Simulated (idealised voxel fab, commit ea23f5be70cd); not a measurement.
Process module, titled voxel self aligned contacts
For reference, the cross-section in this document is cut, with width 250 nm and square cells of 5 nm.
Throughout this document, each cross-section is represented as a grid of square cells and is presented as a sequence of bands enumerated from the top downward, where a band comprises one or more rows of cells. In this notation a band is specified by the heights of its top and bottom, in that order and in nm, after which its materials appear from left to right, each paired with its width in nm. The word "throughout" attached to a single material means that material fills the band from edge to edge; the word "blank" stands for empty space. Heights are reckoned from 0. Under this level, the received wafer is all of one material. The bottommost band is open-ended downward, for example "top 0, no bottom". Top row gets the first number, bottom row gets the second, and each row in between changes by the same step: that is how a band width like "30..40" works. "same as before" for a step: no cell of the cross-section changed in that step. "Sealed internal cavities" specifies each empty space that is not open to the top and that occupies no fewer than 8 cells, using the form width x height at distance, the distance measured from the left edge and all three quantities in nm. The remark found on a step's line after its settings is issued by the simulator itself and pertains to that step. The line of a step may include "overlay nm". On a step with a mask, this value is how far to the right of its planned place the mask lay. A negative value means the mask lay to the left.

Process steps - plan
1: RECEIVE | material Si
2: OXIDIZE | depth nm 5
3: DIRECTIONAL_DEP | material polySi | thk nm 30
4: DIRECTIONAL_DEP | material SiN | thk nm 15
5: DIRECTIONAL_DEP | material aC | thk nm 10
6: PATTERN | tone cover | mask id GATE | material resist | width nm 30 | pitch nm 55 | thk nm 25 | overlay nm 0
7: DIRECTIONAL_ETCH | etch materials aC | depth nm 10
8: STRIP | etch materials resist
9: DIRECTIONAL_ETCH | etch materials SiN | depth nm 15
10: DIRECTIONAL_ETCH | etch materials polySi | depth nm 30
11: STRIP | etch materials aC
12: CONFORMAL_DEP | material SiN | thk nm 5
13: DIRECTIONAL_ETCH | etch materials SiN | depth nm 5
14: FILL_DEP | material SiO2 | thk nm 15
15: CMP | height nm 55
16: DIRECTIONAL_DEP | material aC | thk nm 10
17: PATTERN | tone open | mask id CONTACT | material resist | width nm 35 | pitch nm 55 | thk nm 25 | overlay nm 0
18: DIRECTIONAL_ETCH | etch materials aC | depth nm 10
19: STRIP | etch materials resist
20: DIRECTIONAL_ETCH | etch materials SiO2 | depth nm 60
21: STRIP | etch materials aC
22: CONFORMAL_DEP | material TiN | thk nm 5
23: FILL_DEP | material W | thk nm 10
24: CMP | height nm 55
25: CONFORMAL_DEP | material SiCN | thk nm 5
Heads up: all these wafers start the same, and what changes between them is the depth nm in step 2. The value you see in the plan is just what the first wafer got.

As-received state after step 1, first of several wafers, cross-section
- top 0, no bottom | Si throughout
- Sealed internal cavities: none

So in this table every wafer gets its own row, and what you see is where it stands at the end of the module: for each material, how many cells it picked up (+) or gave up (-) since we received it, and after that its closed voids
depth nm 5 | -50 Si | +50 SiCN | +108 SiN | +296 SiO2 | +58 TiN | +30 W | +108 polySi | Sealed internal cavities: none
depth nm 10 | -100 Si | +50 SiCN | +108 SiN | +346 SiO2 | +58 TiN | +30 W | +108 polySi | Sealed internal cavities: none
depth nm 15 | -150 Si | +50 SiCN | +108 SiN | +396 SiO2 | +58 TiN | +30 W | +108 polySi | Sealed internal cavities: none
depth nm 20 | -200 Si | +50 SiCN | +108 SiN | +446 SiO2 | +58 TiN | +30 W | +108 polySi | Sealed internal cavities: none
